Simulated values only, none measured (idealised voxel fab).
process module | voxel tone inversion
cross-section cut | 285 nm wide | cells 5 nm
A cross-section is a grid of square cells, given in bands from the top down. A band is one or more rows of cells.
Each band's line starts with the height of the band's top and of its bottom, in nm. Then come its materials from left to right, each with its width in nm. One material with "throughout" fills the band from edge to edge. "air" is empty space.
Height 0 is the level under which the wafer as received is all one material. The lowest band goes on downwards, as in "0 down".
A width such as "30 to 40" changes by the same amount from each row of cells to the next, from the band's top row to its bottom row.
"no change" after a step means that no cell of the cross-section changed.
closed voids: empty space of 8 cells or more with no open way to the top, each as width x height at its distance from the left edge, in nm
after a step's settings: what the simulator itself notes on the step
overlay nm, on a step with a mask: how far to the right of its planned place the mask lay; to the left if negative
plan
1 op RECEIVE | material Si
2 op CONFORMAL_DEP | material SiN | thk nm 10
3 op DIRECTIONAL_DEP | material aC | thk nm 15
4 op PATTERN | tone cover | mask id POSTS | material resist | width nm 20 | pitch nm 35 | thk nm 20 | overlay nm 0
5 op DIRECTIONAL_ETCH | etch materials aC | depth nm 15
6 op STRIP | etch materials resist
7 op FILL_DEP | material lowk | thk nm 10
8 op CMP | height nm 25
9 op STRIP | etch materials aC
10 op CONFORMAL_DEP | material TiN | thk nm 5
11 op FILL_DEP | material W | thk nm 10
12 op CMP | height nm 25
13 op CONFORMAL_DEP | material SiN | thk nm 5
as received, after step 1
  0 down: Si throughout
  closed voids: none
first wafer at the end, as planned
  30 to 25: SiN throughout
  25 to 15: lowk 115 | TiN 5 | W 10 | TiN 5 | lowk 15 | TiN 5 | W 10 | TiN 5 | lowk 115
  15 to 10: lowk 115 | TiN 20 | lowk 15 | TiN 20 | lowk 115
  10 to 0: SiN throughout
  0 down: Si throughout
  closed voids: none
second wafer at the end: like start, like plan, one mistake
  30 to 25: SiN throughout
  25 to 15: lowk 115 | TiN 5 | W 10 | TiN 5 | lowk 15 | TiN 5 | W 10 | TiN 5 | lowk 115
  15 to 10: lowk 115 | TiN 20 | lowk 15 | TiN 20 | lowk 115
  10 to 0: TiN throughout
  0 down: Si throughout
  closed voids: none
what went wrong: step 2 ran as: op CONFORMAL_DEP | material TiN | thk nm 10
at the end the second wafer has, in cells: 114 fewer of SiN | 114 more of TiN
